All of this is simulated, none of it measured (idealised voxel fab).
process module | voxel wiring stack
cross-section cut | 165 nm wide | cells 5 nm
A cross-section is a grid of square cells, given in bands from the top down. A band is one or more rows of cells.
Each band's line starts with the height of the band's top and of its bottom, in nm. Then come its materials from left to right, each with its width in nm. One material with "throughout" fills the band from edge to edge. "air" is empty space.
Height 0 is the level under which the wafer as received is all one material. The lowest band goes on downwards, as in "0 down".
A width such as "30 to 40" changes by the same amount from each row of cells to the next, from the band's top row to its bottom row.
"no change" after a step means that no cell of the cross-section changed.
closed voids: empty space of 8 cells or more with no open way to the top, each as width x height at its distance from the left edge, in nm
after a step's settings: what the simulator itself notes on the step
overlay nm, on a step with a mask: how far to the right of its planned place the mask lay; to the left if negative
plan
1 op RECEIVE | material Si
2 op CONFORMAL_DEP | material SiO2 | thk nm 10
3 op DIRECTIONAL_DEP | material TiN | thk nm 5
4 op DIRECTIONAL_DEP | material Ru | thk nm 25
5 op DIRECTIONAL_DEP | material aC | thk nm 15
6 op PATTERN | tone cover | mask id METAL_1 | material resist | width nm 25 | pitch nm 45 | thk nm 35 | overlay nm 0
7 op DIRECTIONAL_ETCH | etch materials aC | depth nm 15
8 op STRIP | etch materials resist
9 op DIRECTIONAL_ETCH | etch materials Ru | depth nm 25
10 op DIRECTIONAL_ETCH | etch materials TiN | depth nm 5
11 op STRIP | etch materials aC
12 op FILL_DEP | material SiO2 | thk nm 5
13 op CMP | height nm 40
14 op CONFORMAL_DEP | material SiCN | thk nm 5
15 op DIRECTIONAL_DEP | material SiO2 | thk nm 15
16 op DIRECTIONAL_DEP | material aC | thk nm 10
17 op PATTERN | tone open | mask id PLUG_1 | material resist | width nm 15 | thk nm 30 | overlay nm 0
18 op DIRECTIONAL_ETCH | etch materials aC | depth nm 10
19 op STRIP | etch materials resist
20 op DIRECTIONAL_ETCH | etch materials SiO2 | depth nm 15
21 op DIRECTIONAL_ETCH | etch materials SiCN | depth nm 5
22 op STRIP | etch materials aC
23 op CONFORMAL_DEP | material TiN | thk nm 5
24 op FILL_DEP | material W | thk nm 10
25 op CMP | height nm 60
26 op DIRECTIONAL_DEP | material TiN | thk nm 5
27 op DIRECTIONAL_DEP | material W | thk nm 20
28 op DIRECTIONAL_DEP | material aC | thk nm 10
29 op PATTERN | tone cover | mask id METAL_2 | material resist | width nm 25 | pitch nm 45 | thk nm 30 | overlay nm 0
30 op DIRECTIONAL_ETCH | etch materials aC | depth nm 5
31 op STRIP | etch materials resist
32 op DIRECTIONAL_ETCH | etch materials W | depth nm 20
33 op DIRECTIONAL_ETCH | etch materials TiN | depth nm 5
34 op STRIP | etch materials aC
35 op CONFORMAL_DEP | material SiCN | thk nm 5
36 op FILL_DEP | material SiO2 | thk nm 5
37 op CMP | height nm 85
38 op CONFORMAL_DEP | material SiCN | thk nm 5
varied across the wafers: depth nm of step 30. The plan shows the first wafer's value. All wafers start alike
first wafer as received, after step 1
  0 down: Si throughout
  closed voids: none
each wafer at the end: cells of each material gained (+) or lost (-) since it was received, then its closed voids
depth nm 5 | +50 Ru | +63 SiCN | +294 SiO2 | +52 TiN | +135 W | closed voids: none
depth nm 10 | +50 Ru | +102 SiCN | +370 SiO2 | +29 TiN | +43 W | closed voids: none
depth nm 15 | +50 Ru | +102 SiCN | +370 SiO2 | +29 TiN | +43 W | closed voids: none
depth nm 20 | +50 Ru | +102 SiCN | +370 SiO2 | +29 TiN | +43 W | closed voids: none
depth nm 25 | +50 Ru | +102 SiCN | +370 SiO2 | +29 TiN | +43 W | closed voids: none
